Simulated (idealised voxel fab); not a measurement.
Title: Process Module voxel ribs on slabs
The width of the displayed cross-section, cut, is 230 nm; its cells are square, with a size of 5 nm.
Square cells in a grid make up a cross-section in this document, and the grid is given as bands, listed from the top down, each one or more rows of cells.
Quick guide to a band line: top height, bottom height (nm) up front; then every material left to right with its width in nm. Only one material and it's marked "all across"? Then it fills the band edge to edge. And "blank" just means empty space.
Height datum 0, below which the as-received substrate wafer is one material. Lowest band open at the bottom, running downward: "top 0, no bottom".
Per-row width for "30 to 40": begins at first number (top row of band), ends at second number (bottom row), increment between rows held constant.
Given "no alterations made" for a step, no cell of the cross-section differs between before and after that step.
What "Closed cavities" gives you is every empty space of 8 cells or more that is cut off from the top. Each appears as width x height at distance, with the distance taken from the left edge and width, height and distance all in nm.
That trailing text on a step's line, after the settings, is the simulator's own remark on the step.
Regarding "overlay nm": on a step with a mask, it is the distance the mask lay to the right of its planned place; a negative value places it to the left.
Planned step list for the process
1. RECEIVE with material Si
2. DIRECTIONAL_DEP with material SiO2, thk nm 25
3. DIRECTIONAL_DEP with material polySi, thk nm 20
4. PATTERN with tone cover, mask id RIB, material resist, width nm 15, thk nm 15, overlay nm 0
5. DIRECTIONAL_ETCH with etch materials polySi, depth nm 15
6. STRIP with etch materials resist
7. DIRECTIONAL_DEP with material aC, thk nm 15
8. PATTERN with tone cover, mask id SLAB, material resist, width nm 65, thk nm 35, overlay nm 0
9. DIRECTIONAL_ETCH with etch materials aC, depth nm 15
10. STRIP with etch materials resist
11. DIRECTIONAL_ETCH with etch materials polySi, depth nm 5
12. STRIP with etch materials aC
13. FILL_DEP with material SiO2, thk nm 20
14. CMP with height nm 60
15. DIRECTIONAL_DEP with material TiN, thk nm 10
16. DIRECTIONAL_DEP with material aC, thk nm 15
17. PATTERN with tone cover, mask id HEATER, material resist, width nm 25, thk nm 30, overlay nm 0
18. DIRECTIONAL_ETCH with etch materials aC, depth nm 15
19. STRIP with etch materials resist
20. DIRECTIONAL_ETCH with etch materials TiN, depth nm 10
21. STRIP with etch materials aC
22. CONFORMAL_DEP with material SiO2, thk nm 10
Cross-section, incoming material, after step 1
    top 0, no bottom  Si all across
    Closed cavities: none
Wafer cross-section at end of module: start and plan as shown above, one execution error
    top 80, bottom 70  90 blank | 45 SiO2 | 95 blank
    top 70, bottom 60  100 SiO2 | 25 TiN | 105 SiO2
    top 60, bottom 45  SiO2 all across
    top 45, bottom 30  100 SiO2 | 25 polySi | 105 SiO2
    top 30, bottom 25  80 SiO2 | 65 polySi | 85 SiO2
    top 25, bottom 0  SiO2 all across
    top 0, no bottom  Si all across
    Closed cavities: none
Misprocessing identified: it should be noted that step 4 was executed with settings other than those planned, the operation and settings actually applied being PATTERN with tone cover, mask id RIB, material resist, width nm 25, thk nm 15, overlay nm 0
